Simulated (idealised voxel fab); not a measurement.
Name of the process module below: voxel lift off
It is cross-section cut that appears here, measuring 195 nm in width, its square cells being 5 nm in size.
Cross-section layout: square cells on a grid; listed as bands, top to bottom; a band spans one or more cell rows. This entry defines a band. It first specifies the height of the band's top and the height of its bottom in nm, and then specifies the band's materials from left to right, stating each material with its width in nm. The word "throughout" identifies a single material that fills the band from edge to edge, while the word "empty" identifies empty space. Beneath 0, the wafer as received is one material, and that level is where height counting begins. The lowest band goes on downward without a bottom; it is written like "0 -> down". Note: "30..40" means the width goes from the first number (top row of the band) to the second number (bottom row) in equal steps per row of cells. It should be understood that the words "everything unchanged", when stated for a given step, signify that the cross-section underwent no change in any of its cells during that step. Entry "Enclosed void listing". Content: empty spaces with no open connection to the top, size 8 cells or greater. Each: width x height at distance. Distance: from left edge. Unit: nm. On each step's line, the part that comes after the settings is the simulator's own comment on the step. overlay nm: mask right of planned place by this much (step with mask). Neg. = left.
[The process steps that were planned are listed below]
| 1 | RECEIVE [material Si] |
| 2 | CONFORMAL_DEP [material Al2O3] [thk nm 15] |
| 3 | PATTERN [tone open] [mask id LINES] [material resist] [width nm 15] [pitch nm 45] [thk nm 30] [overlay nm 0] |
| 4 | DIRECTIONAL_DEP [material Ru] [thk nm 15] |
| 5 | STRIP [etch materials resist] |
| 6 | CONFORMAL_DEP [material SiN] [thk nm 5] |
[Here's what the wafer looked like in cross-section when it arrived - that's after step 1]
    0 -> down  Si throughout
    Enclosed void listing: none
[Look at the cross-section after the module: the wafer started out the way shown above and the plan was the one shown above, yet one mistake was made along the way]
    50 -> 45  15 of empty, then 25 of SiN, then 20 of empty, then 25 of SiN, then 20 of empty, then 25 of SiN, then 20 of empty, then 25 of SiN, then 20 of empty
    45 -> 35  15 of empty, then 5 of SiN, then 15 of Ru, then 5 of SiN, then 20 of empty, then 5 of SiN, then 15 of Ru, then 5 of SiN, then 20 of empty, then 5 of SiN, then 15 of Ru, then 5 of SiN, then 20 of empty, then 5 of SiN, then 15 of Ru, then 5 of SiN, then 20 of empty
    35 -> 30  20 of SiN, then 15 of Ru, then 30 of SiN, then 15 of Ru, then 30 of SiN, then 15 of Ru, then 30 of SiN, then 15 of Ru, then 25 of SiN
    30 -> 0  Al2O3 throughout
    0 -> down  Si throughout
    Enclosed void listing: none
It is concluded that the wafer was processed incorrectly with respect to the plan, in that twice, step 2 of the plan was run
